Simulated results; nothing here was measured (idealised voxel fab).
This is a process module. Its name is voxel self aligned vias.
This is section cut - it's 250 nm across, gridded in 5 nm square cells.
Each cross-section below is a grid of square cells, stated as bands in top-down order, with one or more rows of cells making up each band. Look at the band entry: it leads with the top's height and the bottom's height in nm. Then it lists the materials left to right, with a width in nm for each. The word "everywhere" on a single material says that material fills the band edge to edge. The word "air" is empty space. Height is counted from the level 0, under which the received wafer is composed throughout of one material. The lowest of the bands is not closed at the bottom but continues downward, in the notation "0..down". A two-number width, for instance "30..40", indicates that the width is equal to the first number in the top row of the band and to the second number in the bottom row, and that it changes by a constant amount per row of cells. "remained the same" -> step changed no cross-section cell. Heads up: "Sealed cavities" only lists the empty pockets with no open path to the top that are 8 cells or more, and it writes them as width x height at distance, distance from the left edge, in nm. On each step's line, the part that comes after the settings is the simulator's own comment on the step. overlay nm: for a step with a mask, the amount by which the mask lay right of where it was planned; a negative amount means left of it.
Process steps foreseen in the plan
step 1: RECEIVE, material Si
step 2: CONFORMAL_DEP, material SiO2, thk nm 15
step 3: CONFORMAL_DEP, material SiCN, thk nm 5
step 4: DIRECTIONAL_DEP, material SiO2, thk nm 30
step 5: DIRECTIONAL_DEP, material aC, thk nm 15
step 6: PATTERN, tone open, mask id LINES, material resist, width nm 30, pitch nm 75, thk nm 35, overlay nm 0
step 7: DIRECTIONAL_ETCH, etch materials aC, depth nm 15
step 8: STRIP, etch materials resist
step 9: DIRECTIONAL_ETCH, etch materials SiO2, depth nm 30
step 10: STRIP, etch materials aC
step 11: CONFORMAL_DEP, material TiN, thk nm 5
step 12: FILL_DEP, material W, thk nm 10
step 13: CMP, height nm 50
step 14: SELECTIVE_ETCH, etch materials W Ru TiN, depth nm 5
step 15: FILL_DEP, material SiN, thk nm 5
step 16: CMP, height nm 50
step 17: DIRECTIONAL_DEP, material SiO2, thk nm 20
step 18: PATTERN, tone open, mask id VIAS, material resist, width nm 50, pitch nm 150, thk nm 15, overlay nm 0
step 19: DIRECTIONAL_ETCH, etch materials SiO2, depth nm 20
step 20: DIRECTIONAL_ETCH, etch materials SiN, depth nm 5
step 21: STRIP, etch materials resist
step 22: CONFORMAL_DEP, material TiN, thk nm 5
step 23: FILL_DEP, material Cu, thk nm 10
step 24: CMP, height nm 70
step 25: CONFORMAL_DEP, material SiN, thk nm 5
As received (post step 1): cross-section
- 0..down = Si everywhere
- Sealed cavities: none
Cross-sectional view of the first of the two wafers upon completion of the module, processed in accordance with the plan
- 75..70 = SiN everywhere
- 70..55 = SiO2: 25, then TiN: 5, then Cu: 40, then TiN: 5, then SiO2: 100, then TiN: 5, then Cu: 40, then TiN: 5, then SiO2: 25
- 55..50 = SiO2: 25, then TiN: 15, then Cu: 20, then TiN: 15, then SiO2: 100, then TiN: 15, then Cu: 20, then TiN: 15, then SiO2: 25
- 50..45 = SiO2: 35, then TiN: 30, then SiO2: 45, then SiN: 30, then SiO2: 45, then TiN: 30, then SiO2: 35
- 45..25 = SiO2: 35, then TiN: 5, then W: 20, then TiN: 5, then SiO2: 45, then TiN: 5, then W: 20, then TiN: 5, then SiO2: 45, then TiN: 5, then W: 20, then TiN: 5, then SiO2: 35
- 25..20 = SiO2: 35, then TiN: 30, then SiO2: 45, then TiN: 30, then SiO2: 45, then TiN: 30, then SiO2: 35
- 20..15 = SiCN everywhere
- 15..0 = SiO2 everywhere
- 0..down = Si everywhere
- Sealed cavities: none
This is the second of the two wafers, cross-sectioned at the end of the module; it started exactly like the first and was given the same plan, but it was run with one mistake
- 75..70 = SiN everywhere
- 70..50 = SiO2: 25, then TiN: 5, then Cu: 40, then TiN: 5, then SiO2: 100, then TiN: 5, then Cu: 40, then TiN: 5, then SiO2: 25
- 50..45 = SiO2: 25, then TiN: 50, then SiO2: 35, then SiN: 30, then SiO2: 35, then TiN: 50, then SiO2: 25
- 45..30 = SiO2: 25, then TiN: 15, then W: 20, then TiN: 15, then SiO2: 35, then TiN: 5, then W: 20, then TiN: 5, then SiO2: 35, then TiN: 15, then W: 20, then TiN: 15, then SiO2: 25
- 30..25 = SiO2: 35, then TiN: 5, then W: 20, then TiN: 5, then SiO2: 45, then TiN: 5, then W: 20, then TiN: 5, then SiO2: 45, then TiN: 5, then W: 20, then TiN: 5, then SiO2: 35
- 25..20 = SiO2: 35, then TiN: 30, then SiO2: 45, then TiN: 30, then SiO2: 45, then TiN: 30, then SiO2: 35
- 20..15 = SiCN everywhere
- 15..0 = SiO2 everywhere
- 0..down = Si everywhere
- Sealed cavities: none
Short version of what went wrong: plan step 19 was conducted twice
FYI, end of process, the second wafer has more or fewer cells of some materials than the first: +8 Cu | -32 SiO2 | +24 TiN
